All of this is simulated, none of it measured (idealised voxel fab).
The process module presented herein is designated voxel wiring stack.
Each square cell in cross-section cut measures 5 nm, and the section as a whole is 295 nm wide.
A cross-section in this document is a grid of square cells, and it is written down as bands, the top band listed before the ones below it; a band is made up of one or more rows of cells.
Band entry format. Leading values: height of top, height of bottom, nm. Remainder: materials in left-to-right order, each with its width in nm. Special words: "full width" on a single material, which then fills the band edge to edge; "air", empty space.
Height datum 0, below which the as-received substrate wafer is one material. Lowest band open at the bottom, running downward: "0 and below".
The expression "30..40" gives the width at the extremes of the band, the first number at its top row of cells and the second at its bottom row, with the width changing by equal amounts from each row to the next in between.
Step marked "all unchanged"? Then no cell in the cross-section changed in it.
"Enclosed cavity list" contains a list of empty spaces, each no smaller than 8 cells and without an open way to the top, written in the form width x height at distance with the distance from the left edge and all three in nm.
after a step's settings: what the simulator itself notes on the step
The optional step-line setting "overlay nm" applies to steps with a mask and quantifies how far to the right of its planned location the mask lay, a negative value indicating leftward placement.
-- Steps in the process plan
1 RECEIVE [material Si]
2 CONFORMAL_DEP [material SiO2] [thk nm 10]
3 DIRECTIONAL_DEP [material TiN] [thk nm 5]
4 DIRECTIONAL_DEP [material Ru] [thk nm 20]
5 PATTERN [tone cover] [mask id METAL_1] [material resist] [width nm 30] [pitch nm 50] [thk nm 15] [overlay nm 0]
6 DIRECTIONAL_ETCH [etch materials Ru] [depth nm 20]
7 DIRECTIONAL_ETCH [etch materials TiN] [depth nm 5]
8 STRIP [etch materials resist]
9 FILL_DEP [material lowk] [thk nm 10]
10 CMP [height nm 35]
11 CONFORMAL_DEP [material SiCN] [thk nm 5]
12 DIRECTIONAL_DEP [material lowk] [thk nm 20]
13 PATTERN [tone open] [mask id PLUG_1] [material resist] [width nm 15] [pitch nm 50] [thk nm 20] [overlay nm 0]
14 DIRECTIONAL_ETCH [etch materials lowk] [depth nm 20]
15 DIRECTIONAL_ETCH [etch materials SiCN] [depth nm 5]
16 STRIP [etch materials resist]
17 EPI [material Ru] [thk nm 10]
18 EPI [material Ru] [thk nm 10]
19 EPI [material Ru] [thk nm 5]
20 DIRECTIONAL_DEP [material TiN] [thk nm 5]
21 DIRECTIONAL_DEP [material W] [thk nm 20]
22 MASKED_ETCH [tone cover] [mask id METAL_2] [width nm 30] [pitch nm 50] [etch materials W] [depth nm 20] [overlay nm 0]
23 MASKED_ETCH [tone cover] [mask id METAL_2] [width nm 30] [pitch nm 50] [etch materials TiN] [depth nm 5] [overlay nm 0]
24 CONFORMAL_DEP [material SiN] [thk nm 5]
25 FILL_DEP [material SiO2] [thk nm 10]
26 CMP [height nm 85]
27 CONFORMAL_DEP [material SiCN] [thk nm 5]
-- The first of the two wafers, which ran as planned
-- As-received wafer cross-section (after step 1)
	0 and below = Si full width
	Enclosed cavity list: none
-- Cross-section of the wafer after step 2
	10 down to 0 = SiO2 full width
	Beneath the level 0, the cross-section is identical to its previous state.
-- Cross-section of the wafer after step 3
	15 down to 10 = TiN full width
	Beneath the level 10, the cross-section is identical to its previous state.
-- Cross-section of the wafer after step 4
	35 down to 15 = Ru full width
	Beneath the level 15, the cross-section is identical to its previous state.
-- Cross-section of the wafer after step 5
	50 down to 35 = 80 of air  30 of resist  20 of air  30 of resist  20 of air  30 of resist  85 of air
	Beneath the level 35, the cross-section is identical to its previous state.
-- Cross-section of the wafer after step 6
	50 down to 35 = 80 of air  30 of resist  20 of air  30 of resist  20 of air  30 of resist  85 of air
	35 down to 15 = 80 of air  30 of Ru  20 of air  30 of Ru  20 of air  30 of Ru  85 of air
	Beneath the level 15, the cross-section is identical to its previous state.
-- Cross-section of the wafer after step 7
	50 down to 35 = 80 of air  30 of resist  20 of air  30 of resist  20 of air  30 of resist  85 of air
	35 down to 15 = 80 of air  30 of Ru  20 of air  30 of Ru  20 of air  30 of Ru  85 of air
	15 down to 10 = 80 of air  30 of TiN  20 of air  30 of TiN  20 of air  30 of TiN  85 of air
	Beneath the level 10, the cross-section is identical to its previous state.
-- Cross-section of the wafer after step 8
	35 down to 15 = 80 of air  30 of Ru  20 of air  30 of Ru  20 of air  30 of Ru  85 of air
	Beneath the level 15, the cross-section is identical to its previous state.
-- Cross-section of the wafer after step 9
	45 down to 35 = lowk full width
	35 down to 15 = 80 of lowk  30 of Ru  20 of lowk  30 of Ru  20 of lowk  30 of Ru  85 of lowk
	15 down to 10 = 80 of lowk  30 of TiN  20 of lowk  30 of TiN  20 of lowk  30 of TiN  85 of lowk
	Beneath the level 10, the cross-section is identical to its previous state.
-- Cross-section of the wafer after step 10
	35 down to 15 = 80 of lowk  30 of Ru  20 of lowk  30 of Ru  20 of lowk  30 of Ru  85 of lowk
	Beneath the level 15, the cross-section is identical to its previous state.
-- Cross-section of the wafer after step 11
	40 down to 35 = SiCN full width
	Beneath the level 35, the cross-section is identical to its previous state.
-- Cross-section of the wafer after step 12
	60 down to 40 = lowk full width
	Beneath the level 40, the cross-section is identical to its previous state.
-- Cross-section of the wafer after step 13
	80 down to 60 = 80 of resist  15 of air  35 of resist  15 of air  35 of resist  15 of air  100 of resist
	Beneath the level 60, the cross-section is identical to its previous state.
-- Cross-section of the wafer after step 14
	80 down to 60 = 80 of resist  15 of air  35 of resist  15 of air  35 of resist  15 of air  100 of resist
	60 down to 40 = 80 of lowk  15 of air  35 of lowk  15 of air  35 of lowk  15 of air  100 of lowk
	Beneath the level 40, the cross-section is identical to its previous state.
-- Cross-section of the wafer after step 15
	80 down to 60 = 80 of resist  15 of air  35 of resist  15 of air  35 of resist  15 of air  100 of resist
	60 down to 40 = 80 of lowk  15 of air  35 of lowk  15 of air  35 of lowk  15 of air  100 of lowk
	40 down to 35 = 80 of SiCN  15 of air  35 of SiCN  15 of air  35 of SiCN  15 of air  100 of SiCN
	Beneath the level 35, the cross-section is identical to its previous state.
-- Cross-section of the wafer after step 16
	60 down to 40 = 80 of lowk  15 of air  35 of lowk  15 of air  35 of lowk  15 of air  100 of lowk
	Beneath the level 40, the cross-section is identical to its previous state.
-- Cross-section of the wafer after step 17
	60 down to 45 = 80 of lowk  15 of air  35 of lowk  15 of air  35 of lowk  15 of air  100 of lowk
	45 down to 40 = 80 of lowk  15 of Ru  35 of lowk  15 of Ru  35 of lowk  15 of Ru  100 of lowk
	40 down to 35 = 80 of SiCN  15 of Ru  35 of SiCN  15 of Ru  35 of SiCN  15 of Ru  100 of SiCN
	Beneath the level 35, the cross-section is identical to its previous state.
-- Cross-section of the wafer after step 18
	60 down to 55 = 80 of lowk  15 of air  35 of lowk  15 of air  35 of lowk  15 of air  100 of lowk
	55 down to 40 = 80 of lowk  15 of Ru  35 of lowk  15 of Ru  35 of lowk  15 of Ru  100 of lowk
	Beneath the level 40, the cross-section is identical to its previous state.
-- Cross-section of the wafer after step 19
	60 down to 40 = 80 of lowk  15 of Ru  35 of lowk  15 of Ru  35 of lowk  15 of Ru  100 of lowk
	Beneath the level 40, the cross-section is identical to its previous state.
-- Cross-section of the wafer after step 20
	65 down to 60 = TiN full width
	Beneath the level 60, the cross-section is identical to its previous state.
-- Cross-section of the wafer after step 21
	85 down to 65 = W full width
	Beneath the level 65, the cross-section is identical to its previous state.
-- Cross-section of the wafer after step 22
	85 down to 65 = 80 of air  30 of W  20 of air  30 of W  20 of air  30 of W  85 of air
	Beneath the level 65, the cross-section is identical to its previous state.
-- Cross-section of the wafer after step 23
	85 down to 65 = 80 of air  30 of W  20 of air  30 of W  20 of air  30 of W  85 of air
	65 down to 60 = 80 of air  30 of TiN  20 of air  30 of TiN  20 of air  30 of TiN  85 of air
	Beneath the level 60, the cross-section is identical to its previous state.
-- Cross-section of the wafer after step 24
	90 down to 85 = 75 of air  40 of SiN  10 of air  40 of SiN  10 of air  40 of SiN  80 of air
	85 down to 65 = 75 of air  5 of SiN  30 of W  5 of SiN  10 of air  5 of SiN  30 of W  5 of SiN  10 of air  5 of SiN  30 of W  5 of SiN  80 of air
	65 down to 60 = 80 of SiN  30 of TiN  20 of SiN  30 of TiN  20 of SiN  30 of TiN  85 of SiN
	Beneath the level 60, the cross-section is identical to its previous state.
-- Cross-section of the wafer after step 25
	100 down to 90 = SiO2 full width
	90 down to 85 = 75 of SiO2  40 of SiN  10 of SiO2  40 of SiN  10 of SiO2  40 of SiN  80 of SiO2
	85 down to 65 = 75 of SiO2  5 of SiN  30 of W  5 of SiN  10 of SiO2  5 of SiN  30 of W  5 of SiN  10 of SiO2  5 of SiN  30 of W  5 of SiN  80 of SiO2
	Beneath the level 65, the cross-section is identical to its previous state.
-- Cross-section of the wafer after step 26
	85 down to 65 = 75 of SiO2  5 of SiN  30 of W  5 of SiN  10 of SiO2  5 of SiN  30 of W  5 of SiN  10 of SiO2  5 of SiN  30 of W  5 of SiN  80 of SiO2
	Beneath the level 65, the cross-section is identical to its previous state.
-- Cross-section of the wafer after step 27
	90 down to 85 = SiCN full width
	Beneath the level 85, the cross-section is identical to its previous state.
-- The Second Wafer: Common Origin and Plan, One Mistake in Execution, Identical to the First Through Step 24
-- Cross-section of the second wafer at the time step 25 of the plan should have ended
	100 down to 90 = W full width
	90 down to 85 = 75 of W  40 of SiN  10 of W  40 of SiN  10 of W  40 of SiN  80 of W
	85 down to 65 = 75 of W  5 of SiN  30 of W  5 of SiN  10 of W  5 of SiN  30 of W  5 of SiN  10 of W  5 of SiN  30 of W  5 of SiN  80 of W
	Beneath the level 65, the cross-section is identical to its previous state.
-- Cross-section of the second wafer at the time step 26 of the plan should have ended
	85 down to 65 = 75 of W  5 of SiN  30 of W  5 of SiN  10 of W  5 of SiN  30 of W  5 of SiN  10 of W  5 of SiN  30 of W  5 of SiN  80 of W
	Beneath the level 65, the cross-section is identical to its previous state.
-- Cross-section of the second wafer at the time step 27 of the plan should have ended
	90 down to 85 = SiCN full width
	Beneath the level 85, the cross-section is identical to its previous state.
Want to know what went wrong? step 25 deviated from plan and actually ran as FILL_DEP [material W] [thk nm 10]
It is noted that, at the conclusion of processing, the second wafer exhibits a higher or lower cell count for certain materials relative to the first: -140 SiO2, +140 W
